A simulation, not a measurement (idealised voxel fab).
Title: Process Module voxel released beams
Square cell edge 5 nm, section width 235 nm, ID cut.
In this document a cross-section is written as a grid of square cells. It is given as a series of bands, listed from the top down, and a band is one or more rows of cells.
Band: top and bottom heights (nm) first, top before bottom; then materials from left to right, widths in nm. "throughout" marks a sole material filling the band edge to edge. "blank" denotes empty space.
Height datum 0, below which the as-received substrate wafer is one material. Lowest band open at the bottom, running downward: "from 0 down".
The two numbers in a width such as "30 to 40" mark its ends across the band: the first belongs to the top row of cells, the second to the bottom row, and from each row to the next the width moves by the same amount.
Where a step carries "changes: none", the cross-section came out of it unchanged, cell for cell.
You'll see "Trapped void list" listing empty spaces that have no way open to the top, as long as they're 8 cells or more; the notation is width x height at distance, where the distance is from the left edge, and all of it is in nm.
Past the settings on a step's line: simulator remark, on that step.
The "overlay nm" setting may appear on a step's line; for a step that uses a mask, it gives how far to the right of its planned position the mask lay, and a negative value indicates the left.

# Process steps (planned)
1) RECEIVE (material Si)
2) CONFORMAL_DEP (material Al2O3; thk nm 5)
3) DIRECTIONAL_DEP (material SiO2; thk nm 20)
4) MASKED_ETCH (tone open; mask id ANCHOR; width nm 20; etch materials SiO2; depth nm 20; overlay nm 0)
5) CONFORMAL_DEP (material W; thk nm 10)
6) MASKED_ETCH (tone cover; mask id BEAM; width nm 100; etch materials W; depth nm 10; overlay nm 0)
7) STRIP (etch materials SiO2)
Don't read the plan's width nm for step 4 as applying to every wafer: that's the first wafer's value, and the wafers differ in it, though they all start identical.

# As-received cross-section, first of several wafers, post step 1
    from 0 down  Si throughout
    Trapped void list: none

# Row per wafer, end-of-module: cell gain (+)/loss (-) by material since the wafer came in, then closed voids
width nm 20, +47 Al2O3, +56 W, Trapped void list: none
width nm 25, +47 Al2O3, +56 W, Trapped void list: none
width nm 30, +47 Al2O3, +56 W, Trapped void list: none
width nm 35, +47 Al2O3, +56 W, Trapped void list: none
width nm 40, +47 Al2O3, +56 W, Trapped void list: none
width nm 45, +47 Al2O3, +56 W, Trapped void list: none
